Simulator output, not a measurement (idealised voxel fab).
Process module in this document: voxel wiring stack
The width of the displayed cross-section, cut, is 220 nm; its cells are square, with a size of 5 nm.
Format of a cross-section: grid, square cells. Given as bands. Order: top down. Band: one or more rows of cells. Within each band entry, the heights of the top and of the bottom of the band appear first, in that order and in nm; the materials of the band then follow from left to right, each with its corresponding width in nm. The designation "throughout" on a single material indicates that it fills the band from edge to edge; the designation "empty" indicates empty space. Zero point of the height axis is 0; under it, received wafer = one material. Lowest band: continues down indefinitely, "0 down". Width "30->40": first value at the band's top row of cells, second value at its bottom row, equal change from row to row. You'll sometimes find "remained unchanged" written for a step, and that's the way of saying that nowhere in the cross-section did a cell change during that step. In "Catalogued sealed voids" the enclosed voids are listed, meaning empty spaces of 8 cells or larger without any opening to the top. The form is width x height at distance, distance from the left edge, units nm. Whatever follows a step's settings on its line is a remark the simulator itself makes about that step. Regarding "overlay nm": on a step with a mask, it is the distance the mask lay to the right of its planned place; a negative value places it to the left.

The process steps that were planned are listed below:
1 RECEIVE, material Si
2 CONFORMAL_DEP, material SiO2, thk nm 10
3 CONFORMAL_DEP, material SiN, thk nm 5
4 DIRECTIONAL_DEP, material lowk, thk nm 25
5 MASKED_ETCH, tone open, mask id METAL_1, width nm 25, pitch nm 45, etch materials lowk, depth nm 25, overlay nm 0
6 MASKED_ETCH, tone open, mask id METAL_1, width nm 25, pitch nm 45, etch materials SiN, depth nm 5, overlay nm 0
7 CONFORMAL_DEP, material TiN, thk nm 5
8 FILL_DEP, material Cu, thk nm 10
9 CMP, height nm 40
10 EPI, material Ru, thk nm 5
11 FILL_DEP, material SiCN, thk nm 5
12 DIRECTIONAL_DEP, material SiO2, thk nm 10
13 PATTERN, tone open, mask id PLUG_1, material resist, width nm 15, pitch nm 45, thk nm 20, overlay nm 0
14 DIRECTIONAL_ETCH, etch materials SiO2, depth nm 10
15 DIRECTIONAL_ETCH, etch materials SiCN, depth nm 5
16 STRIP, etch materials resist
17 EPI, material Ru, thk nm 10
18 EPI, material Ru, thk nm 5
19 DIRECTIONAL_DEP, material TiN, thk nm 5
20 DIRECTIONAL_DEP, material W, thk nm 15
21 PATTERN, tone cover, mask id METAL_2, material resist, width nm 25, pitch nm 45, thk nm 15, overlay nm 0
22 DIRECTIONAL_ETCH, etch materials W, depth nm 15
23 DIRECTIONAL_ETCH, etch materials TiN, depth nm 5
24 STRIP, etch materials resist
25 FILL_DEP, material lowk, thk nm 10
26 CMP, height nm 80
27 CONFORMAL_DEP, material SiCN, thk nm 5
28 DIRECTIONAL_DEP, material lowk, thk nm 20
29 PATTERN, tone open, mask id PLUG_2, material resist, width nm 15, pitch nm 45, thk nm 15, overlay nm 0
30 DIRECTIONAL_ETCH, etch materials lowk, depth nm 20
31 DIRECTIONAL_ETCH, etch materials SiCN, depth nm 5
32 STRIP, etch materials resist
33 EPI, material Ru, thk nm 10
34 EPI, material Ru, thk nm 10
35 EPI, material Ru, thk nm 5
36 CONFORMAL_DEP, material SiCN, thk nm 5
37 DIRECTIONAL_DEP, material lowk, thk nm 25
38 MASKED_ETCH, tone open, mask id METAL_3, width nm 25, pitch nm 45, etch materials lowk, depth nm 25, overlay nm 0
39 MASKED_ETCH, tone open, mask id METAL_3, width nm 25, pitch nm 45, etch materials SiCN, depth nm 5, overlay nm 0
40 CONFORMAL_DEP, material TiN, thk nm 5
41 FILL_DEP, material Ru, thk nm 10
42 CMP, height nm 135
43 CONFORMAL_DEP, material SiCN, thk nm 5
44 DIRECTIONAL_DEP, material lowk, thk nm 10
45 MASKED_ETCH, tone open, mask id PLUG_3, width nm 15, pitch nm 90, etch materials lowk, depth nm 10, overlay nm 0
46 MASKED_ETCH, tone open, mask id PLUG_3, width nm 15, pitch nm 90, etch materials SiCN, depth nm 5, overlay nm 0
47 EPI, material Ru, thk nm 10
48 EPI, material Ru, thk nm 5
49 CONFORMAL_DEP, material SiN, thk nm 5
50 DIRECTIONAL_DEP, material SiO2, thk nm 25
51 PATTERN, tone open, mask id METAL_4, material resist, width nm 25, pitch nm 45, thk nm 20, overlay nm 0
52 DIRECTIONAL_ETCH, etch materials SiO2, depth nm 25
53 DIRECTIONAL_ETCH, etch materials SiN, depth nm 5
54 STRIP, etch materials resist
55 CONFORMAL_DEP, material TiN, thk nm 5
56 FILL_DEP, material Cu, thk nm 10
57 CMP, height nm 180
58 EPI, material Ru, thk nm 5
59 FILL_DEP, material SiCN, thk nm 5

Shown in cross-section is the wafer as received, that is, as it stands after step 1:
  0 down  Si throughout
  Catalogued sealed voids: none

Figure: cross-sectional view of the wafer upon completion of the module, processed from the initial state and according to the plan depicted above, with one error introduced during execution:
  190 to 185  SiCN throughout
  185 to 180  25 nm SiCN | 35 nm Ru | 10 nm SiCN | 35 nm Ru | 10 nm SiCN | 35 nm Ru | 10 nm SiCN | 35 nm Ru | 25 nm SiCN
  180 to 155  30 nm SiO2 | 5 nm TiN | 15 nm Cu | 5 nm TiN | 20 nm SiO2 | 5 nm TiN | 15 nm Cu | 5 nm TiN | 20 nm SiO2 | 5 nm TiN | 15 nm Cu | 5 nm TiN | 20 nm SiO2 | 5 nm TiN | 15 nm Cu | 5 nm TiN | 30 nm SiO2
  155 to 150  30 nm SiN | 25 nm TiN | 20 nm SiN | 25 nm TiN | 20 nm SiN | 25 nm TiN | 20 nm SiN | 25 nm TiN | 30 nm SiN
  150 to 140  30 nm lowk | 15 nm Ru | 75 nm lowk | 15 nm Ru | 85 nm lowk
  140 to 135  30 nm SiCN | 15 nm Ru | 75 nm SiCN | 15 nm Ru | 85 nm SiCN
  135 to 115  30 nm lowk | 5 nm TiN | 15 nm Ru | 5 nm TiN | 20 nm lowk | 5 nm TiN | 15 nm Ru | 5 nm TiN | 20 nm lowk | 5 nm TiN | 15 nm Ru | 5 nm TiN | 20 nm lowk | 5 nm TiN | 15 nm Ru | 5 nm TiN | 30 nm lowk
  115 to 110  30 nm SiCN | 25 nm TiN | 20 nm SiCN | 25 nm TiN | 20 nm SiCN | 25 nm TiN | 20 nm SiCN | 25 nm TiN | 30 nm SiCN
  110 to 90  30 nm lowk | 5 nm SiCN | 5 nm TiN | 5 nm SiCN | 30 nm lowk | 5 nm SiCN | 5 nm TiN | 5 nm SiCN | 30 nm lowk | 5 nm SiCN | 5 nm TiN | 5 nm SiCN | 30 nm lowk | 5 nm SiCN | 5 nm TiN | 5 nm SiCN | 40 nm lowk
  90 to 85  lowk throughout
  85 to 80  SiCN throughout
  80 to 65  30 nm lowk | 25 nm W | 20 nm lowk | 25 nm W | 20 nm lowk | 25 nm W | 20 nm lowk | 25 nm W | 30 nm lowk
  65 to 60  30 nm lowk | 25 nm TiN | 20 nm lowk | 25 nm TiN | 20 nm lowk | 25 nm TiN | 20 nm lowk | 25 nm TiN | 30 nm lowk
  60 to 50  30 nm SiO2 | 15 nm Ru | 30 nm SiO2 | 15 nm Ru | 30 nm SiO2 | 15 nm Ru | 30 nm SiO2 | 15 nm Ru | 40 nm SiO2
  50 to 40  30->25 nm SiCN | 15->35 nm Ru | 30->10 nm SiCN | 15->35 nm Ru | 30->10 nm SiCN | 15->35 nm Ru | 30->10 nm SiCN | 15->35 nm Ru | 40->25 nm SiCN
  40 to 15  30 nm lowk | 5 nm TiN | 15 nm Cu | 5 nm TiN | 20 nm lowk | 5 nm TiN | 15 nm Cu | 5 nm TiN | 20 nm lowk | 5 nm TiN | 15 nm Cu | 5 nm TiN | 20 nm lowk | 5 nm TiN | 15 nm Cu | 5 nm TiN | 30 nm lowk
  15 to 10  30 nm SiN | 25 nm TiN | 20 nm SiN | 25 nm TiN | 20 nm SiN | 25 nm TiN | 20 nm SiN | 25 nm TiN | 30 nm SiN
  10 to 0  SiO2 throughout
  0 down  Si throughout
  Catalogued sealed voids: none
Error vs. plan: step 28 off recipe, ran as DIRECTIONAL_DEP, material lowk, thk nm 25
